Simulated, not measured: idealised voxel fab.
The document below concerns the process module designated voxel spacer lines.
Cross-section cut spans 160 nm and uses square cells 5 nm in size.
A cross-section in this document is a grid of square cells, and it is written down as bands, the top band listed before the ones below it; a band is made up of one or more rows of cells. This entry defines a band. It first specifies the height of the band's top and the height of its bottom in nm, and then specifies the band's materials from left to right, stating each material with its width in nm. The word "all across" identifies a single material that fills the band from edge to edge, while the word "empty" identifies empty space. Height is counted from the level 0, under which the received wafer is composed throughout of one material. The lowest of the bands is not closed at the bottom but continues downward, in the notation "z 0 and below". Graded width ("30->40"): value in top row of band = first number; value in bottom row = second number; row-to-row change constant. "nothing was modified" after a step means that no cell of the cross-section changed. Any empty space of 8 cells or more lacking an open way to the top shows up in "Closed-off voids" as width x height at distance, distance from the left edge, in nm. Whatever follows a step's settings on its line is a remark the simulator itself makes about that step. A step line may carry the setting "overlay nm", which, for steps involving a mask, states the distance by which the mask lay to the right of its intended position; negative values denote displacement to the left.
Plan
1: RECEIVE (material Si)
2: CONFORMAL_DEP (material Al2O3; thk nm 5)
3: DIRECTIONAL_DEP (material TiN; thk nm 15)
4: DIRECTIONAL_DEP (material polySi; thk nm 20)
5: PATTERN (tone cover; mask id MANDREL; material resist; width nm 25; pitch nm 80; thk nm 30; overlay nm 0)
6: DIRECTIONAL_ETCH (etch materials polySi; depth nm 20)
7: STRIP (etch materials resist)
8: CONFORMAL_DEP (material SiO2; thk nm 15)
9: DIRECTIONAL_ETCH (etch materials SiO2; depth nm 15)
10: STRIP (etch materials polySi)
11: DIRECTIONAL_ETCH (etch materials TiN; depth nm 15)
12: STRIP (etch materials SiO2)
13: FILL_DEP (material lowk; thk nm 10)
14: CMP (height nm 20)
Wafer at receipt (post step 1), cross-section
* z 0 and below  Si all across
* Closed-off voids: none
First wafer of two, sectioned at end of module; run went per plan
* z 20 to 5  10 nm lowk / 15 nm TiN / 25 nm lowk / 15 nm TiN / 25 nm lowk / 15 nm TiN / 25 nm lowk / 15 nm TiN / 15 nm lowk
* z 5 to 0  Al2O3 all across
* z 0 and below  Si all across
* Closed-off voids: none
Cross-section at end of module for the second wafer of two, which matched the first in starting point and plan and differed by one mistake in its processing
* z 20 to 15  lowk all across
* z 15 to 0  10 nm lowk / 15 nm TiN / 25 nm lowk / 15 nm TiN / 25 nm lowk / 15 nm TiN / 25 nm lowk / 15 nm TiN / 15 nm lowk
* z 0 and below  Si all across
* Closed-off voids: none
Where did the run depart from the plan? skipped: plan step 2 (never run)
Heads up, by the end the second wafer has more or fewer cells of some materials compared to the first: Al2O3 -32; lowk +32
